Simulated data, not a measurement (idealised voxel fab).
process module | voxel self aligned vias
cross-section cut | 240 nm wide | cells 5 nm
A cross-section is a grid of square cells, given in bands from the top down. A band is one or more rows of cells.
Each band's line starts with the height of the band's top and of its bottom, in nm. Then come its materials from left to right, each with its width in nm. One material with "throughout" fills the band from edge to edge. "air" is empty space.
Height 0 is the level under which the wafer as received is all one material. The lowest band goes on downwards, as in "0 down".
A width such as "30 to 40" changes by the same amount from each row of cells to the next, from the band's top row to its bottom row.
"no change" after a step means that no cell of the cross-section changed.
closed voids: empty space of 8 cells or more with no open way to the top, each as width x height at its distance from the left edge, in nm
after a step's settings: what the simulator itself notes on the step
overlay nm, on a step with a mask: how far to the right of its planned place the mask lay; to the left if negative
plan
1 op RECEIVE | material Si
2 op CONFORMAL_DEP | material SiO2 | thk nm 15
3 op CONFORMAL_DEP | material SiCN | thk nm 5
4 op DIRECTIONAL_DEP | material SiO2 | thk nm 25
5 op MASKED_ETCH | tone open | mask id LINES | width nm 30 | pitch nm 55 | etch materials SiO2 | depth nm 25 | overlay nm 0
6 op CONFORMAL_DEP | material TiN | thk nm 5
7 op FILL_DEP | material W | thk nm 10
8 op CMP | height nm 45
9 op SELECTIVE_ETCH | etch materials W Ru TiN | depth nm 5
10 op FILL_DEP | material SiN | thk nm 10
11 op CMP | height nm 45
12 op DIRECTIONAL_DEP | material SiO2 | thk nm 20
13 op MASKED_ETCH | tone open | mask id VIAS | width nm 40 | pitch nm 55 | etch materials SiO2 | depth nm 20 | overlay nm 0
14 op MASKED_ETCH | tone open | mask id VIAS | width nm 40 | pitch nm 55 | etch materials SiN | depth nm 5 | overlay nm 0
15 op CONFORMAL_DEP | material TiN | thk nm 5
16 op FILL_DEP | material W | thk nm 10
17 op CMP | height nm 65
18 op CONFORMAL_DEP | material SiCN | thk nm 5
first wafer, as planned
as received, after step 1
  0 down: Si throughout
  closed voids: none
after step 2
  15 to 0: SiO2 throughout
  below 0: unchanged
after step 3
  20 to 15: SiCN throughout
  below 15: unchanged
after step 4
  45 to 20: SiO2 throughout
  below 20: unchanged
after step 5
  45 to 20: SiO2 75 | air 30 | SiO2 25 | air 30 | SiO2 80
  below 20: unchanged
after step 6
  50 to 45: TiN 80 | air 20 | TiN 35 | air 20 | TiN 85
  45 to 25: SiO2 75 | TiN 5 | air 20 | TiN 5 | SiO2 25 | TiN 5 | air 20 | TiN 5 | SiO2 80
  25 to 20: SiO2 75 | TiN 30 | SiO2 25 | TiN 30 | SiO2 80
  below 20: unchanged
after step 7
  60 to 50: W throughout
  50 to 45: TiN 80 | W 20 | TiN 35 | W 20 | TiN 85
  45 to 25: SiO2 75 | TiN 5 | W 20 | TiN 5 | SiO2 25 | TiN 5 | W 20 | TiN 5 | SiO2 80
  below 25: unchanged
after step 8
  45 to 25: SiO2 75 | TiN 5 | W 20 | TiN 5 | SiO2 25 | TiN 5 | W 20 | TiN 5 | SiO2 80
  below 25: unchanged
after step 9
  45 to 40: SiO2 75 | air 30 | SiO2 25 | air 30 | SiO2 80
  below 40: unchanged
after step 10
  55 to 45: SiN throughout
  45 to 40: SiO2 75 | SiN 30 | SiO2 25 | SiN 30 | SiO2 80
  below 40: unchanged
after step 11
  45 to 40: SiO2 75 | SiN 30 | SiO2 25 | SiN 30 | SiO2 80
  below 40: unchanged
after step 12
  65 to 45: SiO2 throughout
  below 45: unchanged
after step 13
  65 to 45: SiO2 70 | air 40 | SiO2 15 | air 40 | SiO2 75
  below 45: unchanged
after step 14
  65 to 45: SiO2 70 | air 40 | SiO2 15 | air 40 | SiO2 75
  45 to 40: SiO2 75 | air 30 | SiO2 25 | air 30 | SiO2 80
  below 40: unchanged
after step 15
  70 to 65: TiN 75 | air 30 | TiN 25 | air 30 | TiN 80
  65 to 50: SiO2 70 | TiN 5 | air 30 | TiN 5 | SiO2 15 | TiN 5 | air 30 | TiN 5 | SiO2 75
  50 to 45: SiO2 70 | TiN 10 | air 20 | TiN 10 | SiO2 15 | TiN 10 | air 20 | TiN 10 | SiO2 75
  45 to 40: SiO2 75 | TiN 30 | SiO2 25 | TiN 30 | SiO2 80
  below 40: unchanged
after step 16
  80 to 70: W throughout
  70 to 65: TiN 75 | W 30 | TiN 25 | W 30 | TiN 80
  65 to 50: SiO2 70 | TiN 5 | W 30 | TiN 5 | SiO2 15 | TiN 5 | W 30 | TiN 5 | SiO2 75
  50 to 45: SiO2 70 | TiN 10 | W 20 | TiN 10 | SiO2 15 | TiN 10 | W 20 | TiN 10 | SiO2 75
  below 45: unchanged
after step 17
  65 to 50: SiO2 70 | TiN 5 | W 30 | TiN 5 | SiO2 15 | TiN 5 | W 30 | TiN 5 | SiO2 75
  below 50: unchanged
after step 18
  70 to 65: SiCN throughout
  below 65: unchanged
second wafer: like start, like plan, one mistake. Through step 1 it matches the first wafer
when step 2 should have ended: no change
when step 3 should have ended
  5 to 0: SiCN throughout
  below 0: unchanged
when step 4 should have ended
  30 to 5: SiO2 throughout
  below 5: unchanged
when step 5 should have ended
  30 to 5: SiO2 75 | air 30 | SiO2 25 | air 30 | SiO2 80
  below 5: unchanged
when step 6 should have ended
  35 to 30: TiN 80 | air 20 | TiN 35 | air 20 | TiN 85
  30 to 10: SiO2 75 | TiN 5 | air 20 | TiN 5 | SiO2 25 | TiN 5 | air 20 | TiN 5 | SiO2 80
  10 to 5: SiO2 75 | TiN 30 | SiO2 25 | TiN 30 | SiO2 80
  below 5: unchanged
when step 7 should have ended
  45 to 35: W throughout
  35 to 30: TiN 80 | W 20 | TiN 35 | W 20 | TiN 85
  30 to 10: SiO2 75 | TiN 5 | W 20 | TiN 5 | SiO2 25 | TiN 5 | W 20 | TiN 5 | SiO2 80
  below 10: unchanged
when step 8 should have ended: no change
when step 9 should have ended
  40 to 35: W throughout
  below 35: unchanged
when step 10 should have ended
  50 to 40: SiN throughout
  below 40: unchanged
when step 11 should have ended
  45 to 40: SiN throughout
  below 40: unchanged
when step 12 should have ended
  65 to 45: SiO2 throughout
  below 45: unchanged
when step 13 should have ended
  65 to 45: SiO2 70 | air 40 | SiO2 15 | air 40 | SiO2 75
  below 45: unchanged
when step 14 should have ended
  65 to 45: SiO2 70 | air 40 | SiO2 15 | air 40 | SiO2 75
  45 to 40: SiN 70 | air 40 | SiN 15 | air 40 | SiN 75
  below 40: unchanged
when step 15 should have ended
  70 to 65: TiN 75 | air 30 | TiN 25 | air 30 | TiN 80
  65 to 45: SiO2 70 | TiN 5 | air 30 | TiN 5 | SiO2 15 | TiN 5 | air 30 | TiN 5 | SiO2 75
  45 to 40: SiN 70 | TiN 40 | SiN 15 | TiN 40 | SiN 75
  below 40: unchanged
when step 16 should have ended
  80 to 70: W throughout
  70 to 65: TiN 75 | W 30 | TiN 25 | W 30 | TiN 80
  65 to 45: SiO2 70 | TiN 5 | W 30 | TiN 5 | SiO2 15 | TiN 5 | W 30 | TiN 5 | SiO2 75
  below 45: unchanged
when step 17 should have ended
  65 to 45: SiO2 70 | TiN 5 | W 30 | TiN 5 | SiO2 15 | TiN 5 | W 30 | TiN 5 | SiO2 75
  below 45: unchanged
when step 18 should have ended
  70 to 65: SiCN throughout
  below 65: unchanged
what went wrong: step 2 was left out
at the end the second wafer has, in cells: 32 more of SiN | 144 fewer of SiO2 | 44 more of TiN | 68 more of W
